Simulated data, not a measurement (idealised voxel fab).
process module | voxel gate over fins
cross-section cut | 280 nm wide | cells 5 nm
A cross-section is a grid of square cells, given in bands from the top down. A band is one or more rows of cells.
Each band's line starts with the height of the band's top and of its bottom, in nm. Then come its materials from left to right, each with its width in nm. One material with "throughout" fills the band from edge to edge. "air" is empty space.
Height 0 is the level under which the wafer as received is all one material. The lowest band goes on downwards, as in "0 down".
A width such as "30 to 40" changes by the same amount from each row of cells to the next, from the band's top row to its bottom row.
"no change" after a step means that no cell of the cross-section changed.
closed voids: empty space of 8 cells or more with no open way to the top, each as width x height at its distance from the left edge, in nm
after a step's settings: what the simulator itself notes on the step
overlay nm, on a step with a mask: how far to the right of its planned place the mask lay; to the left if negative
plan
1 op RECEIVE | material Si
2 op CONFORMAL_DEP | material SiN | thk nm 5
3 op MASKED_ETCH | tone cover | mask id FINS | width nm 15 | pitch nm 45 | etch materials SiN | depth nm 5 | overlay nm 0
4 op MASKED_ETCH | tone cover | mask id FINS | width nm 15 | pitch nm 45 | etch materials Si | depth nm 30 | overlay nm 0
5 op FILL_DEP | material SiO2 | thk nm 15
6 op CMP | height nm 5
7 op SELECTIVE_ETCH | etch materials SiO2 | depth nm 15
8 op STRIP | etch materials SiN
9 op CONFORMAL_DEP | material HfO2 | thk nm 5
10 op CONFORMAL_DEP | material TiN | thk nm 5
11 op FILL_DEP | material W | thk nm 10
12 op CMP | height nm 15
13 op CONFORMAL_DEP | material SiCN | thk nm 5
first wafer, as planned
as received, after step 1
  0 down: Si throughout
  closed voids: none
after step 2
  5 to 0: SiN throughout
  below 0: unchanged
after step 3
  5 to 0: air 65 | SiN 15 | air 30 | SiN 15 | air 30 | SiN 15 | air 30 | SiN 15 | air 65
  below 0: unchanged
after step 4
  5 to 0: air 65 | SiN 15 | air 30 | SiN 15 | air 30 | SiN 15 | air 30 | SiN 15 | air 65
  0 to -30: air 65 | Si 15 | air 30 | Si 15 | air 30 | Si 15 | air 30 | Si 15 | air 65
  below -30: unchanged
after step 5
  20 to 5: SiO2 throughout
  5 to 0: SiO2 65 | SiN 15 | SiO2 30 | SiN 15 | SiO2 30 | SiN 15 | SiO2 30 | SiN 15 | SiO2 65
  0 to -30: SiO2 65 | Si 15 | SiO2 30 | Si 15 | SiO2 30 | Si 15 | SiO2 30 | Si 15 | SiO2 65
  below -30: unchanged
after step 6
  5 to 0: SiO2 65 | SiN 15 | SiO2 30 | SiN 15 | SiO2 30 | SiN 15 | SiO2 30 | SiN 15 | SiO2 65
  below 0: unchanged
after step 7
  5 to 0: air 65 | SiN 15 | air 30 | SiN 15 | air 30 | SiN 15 | air 30 | SiN 15 | air 65
  0 to -10: air 65 | Si 15 | air 30 | Si 15 | air 30 | Si 15 | air 30 | Si 15 | air 65
  below -10: unchanged
after step 8
  0 to -10: air 65 | Si 15 | air 30 | Si 15 | air 30 | Si 15 | air 30 | Si 15 | air 65
  below -10: unchanged
after step 9
  5 to 0: air 60 | HfO2 25 | air 20 | HfO2 25 | air 20 | HfO2 25 | air 20 | HfO2 25 | air 60
  0 to -5: air 60 | HfO2 5 | Si 15 | HfO2 5 | air 20 | HfO2 5 | Si 15 | HfO2 5 | air 20 | HfO2 5 | Si 15 | HfO2 5 | air 20 | HfO2 5 | Si 15 | HfO2 5 | air 60
  -5 to -10: HfO2 65 | Si 15 | HfO2 30 | Si 15 | HfO2 30 | Si 15 | HfO2 30 | Si 15 | HfO2 65
  below -10: unchanged
after step 10
  10 to 5: air 55 | TiN 35 | air 10 | TiN 35 | air 10 | TiN 35 | air 10 | TiN 35 | air 55
  5 to 0: air 55 | TiN 5 | HfO2 25 | TiN 5 | air 10 | TiN 5 | HfO2 25 | TiN 5 | air 10 | TiN 5 | HfO2 25 | TiN 5 | air 10 | TiN 5 | HfO2 25 | TiN 5 | air 55
  0 to -5: TiN 60 | HfO2 5 | Si 15 | HfO2 5 | TiN 20 | HfO2 5 | Si 15 | HfO2 5 | TiN 20 | HfO2 5 | Si 15 | HfO2 5 | TiN 20 | HfO2 5 | Si 15 | HfO2 5 | TiN 60
  below -5: unchanged
after step 11
  20 to 10: W throughout
  10 to 5: W 55 | TiN 35 | W 10 | TiN 35 | W 10 | TiN 35 | W 10 | TiN 35 | W 55
  5 to 0: W 55 | TiN 5 | HfO2 25 | TiN 5 | W 10 | TiN 5 | HfO2 25 | TiN 5 | W 10 | TiN 5 | HfO2 25 | TiN 5 | W 10 | TiN 5 | HfO2 25 | TiN 5 | W 55
  below 0: unchanged
after step 12
  15 to 10: W throughout
  below 10: unchanged
after step 13
  20 to 15: SiCN throughout
  below 15: unchanged
second wafer: like start, like plan, one mistake. Through step 9 it matches the first wafer
when step 10 should have ended
  10 to 0: air 55 | HfO2 35 | air 10 | HfO2 35 | air 10 | HfO2 35 | air 10 | HfO2 35 | air 55
  0 to -10: HfO2 65 | Si 15 | HfO2 30 | Si 15 | HfO2 30 | Si 15 | HfO2 30 | Si 15 | HfO2 65
  below -10: unchanged
when step 11 should have ended
  20 to 10: W throughout
  10 to 0: W 55 | HfO2 35 | W 10 | HfO2 35 | W 10 | HfO2 35 | W 10 | HfO2 35 | W 55
  below 0: unchanged
when step 12 should have ended
  15 to 10: W throughout
  below 10: unchanged
when step 13 should have ended
  20 to 15: SiCN throughout
  below 15: unchanged
what went wrong: step 10 ran as: op CONFORMAL_DEP | material HfO2 | thk nm 5
at the end the second wafer has, in cells: 72 more of HfO2 | 72 fewer of TiN
